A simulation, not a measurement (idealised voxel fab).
process module | voxel gate over fins
cross-section cut | 240 nm wide | cells 5 nm
A cross-section is a grid of square cells, given in bands from the top down. A band is one or more rows of cells.
Each band's line starts with the height of the band's top and of its bottom, in nm. Then come its materials from left to right, each with its width in nm. One material with "throughout" fills the band from edge to edge. "air" is empty space.
Height 0 is the level under which the wafer as received is all one material. The lowest band goes on downwards, as in "0 down".
A width such as "30 to 40" changes by the same amount from each row of cells to the next, from the band's top row to its bottom row.
"no change" after a step means that no cell of the cross-section changed.
closed voids: empty space of 8 cells or more with no open way to the top, each as width x height at its distance from the left edge, in nm
after a step's settings: what the simulator itself notes on the step
overlay nm, on a step with a mask: how far to the right of its planned place the mask lay; to the left if negative
plan
1 op RECEIVE | material Si
2 op CONFORMAL_DEP | material SiN | thk nm 5
3 op PATTERN | tone cover | mask id FINS | material resist | width nm 15 | pitch nm 60 | thk nm 15 | overlay nm -15
4 op DIRECTIONAL_ETCH | etch materials SiN | depth nm 5
5 op DIRECTIONAL_ETCH | etch materials Si | depth nm 35
6 op STRIP | etch materials resist
7 op OXIDIZE | depth nm 5
8 op FILL_DEP | material SiO2 | thk nm 5
9 op CMP | height nm 5
10 op MASKED_ETCH | tone open | mask id RAIL | width nm 15 | etch materials SiO2 | depth nm 35 | overlay nm 0
11 op CONFORMAL_DEP | material TiN | thk nm 5
12 op FILL_DEP | material W | thk nm 5
13 op CMP | height nm 5
14 op SELECTIVE_ETCH | etch materials W Ru TiN | depth nm 25
15 op FILL_DEP | material SiO2 | thk nm 5
16 op CMP | height nm 5
17 op SELECTIVE_ETCH | etch materials SiO2 | depth nm 20
18 op STRIP | etch materials SiN
19 op CONFORMAL_DEP | material HfO2 | thk nm 5
20 op CONFORMAL_DEP | material TiN | thk nm 5
21 op FILL_DEP | material W | thk nm 15
22 op CMP | height nm 20
23 op CONFORMAL_DEP | material SiN | thk nm 5
varied across the wafers: overlay nm of step 3. The plan shows the first wafer's value. All wafers start alike
first wafer as received, after step 1
  0 down: Si throughout
  closed voids: none
each wafer at the end: cells of each material gained (+) or lost (-) since it was received, then its closed voids
overlay nm -15 | +66 HfO2 | -360 Si | +48 SiN | +219 SiO2 | +71 TiN | +196 W | closed voids: none
overlay nm -10 | +66 HfO2 | -360 Si | +48 SiN | +219 SiO2 | +71 TiN | +196 W | closed voids: none
overlay nm -5 | +66 HfO2 | -360 Si | +48 SiN | +219 SiO2 | +71 TiN | +196 W | closed voids: none
overlay nm 0 | +66 HfO2 | -360 Si | +48 SiN | +219 SiO2 | +71 TiN | +196 W | closed voids: none
overlay nm 5 | +66 HfO2 | -360 Si | +48 SiN | +219 SiO2 | +71 TiN | +196 W | closed voids: none
overlay nm 10 | +66 HfO2 | -360 Si | +48 SiN | +219 SiO2 | +71 TiN | +196 W | closed voids: none
overlay nm 15 | +66 HfO2 | -360 Si | +48 SiN | +219 SiO2 | +71 TiN | +196 W | closed voids: none
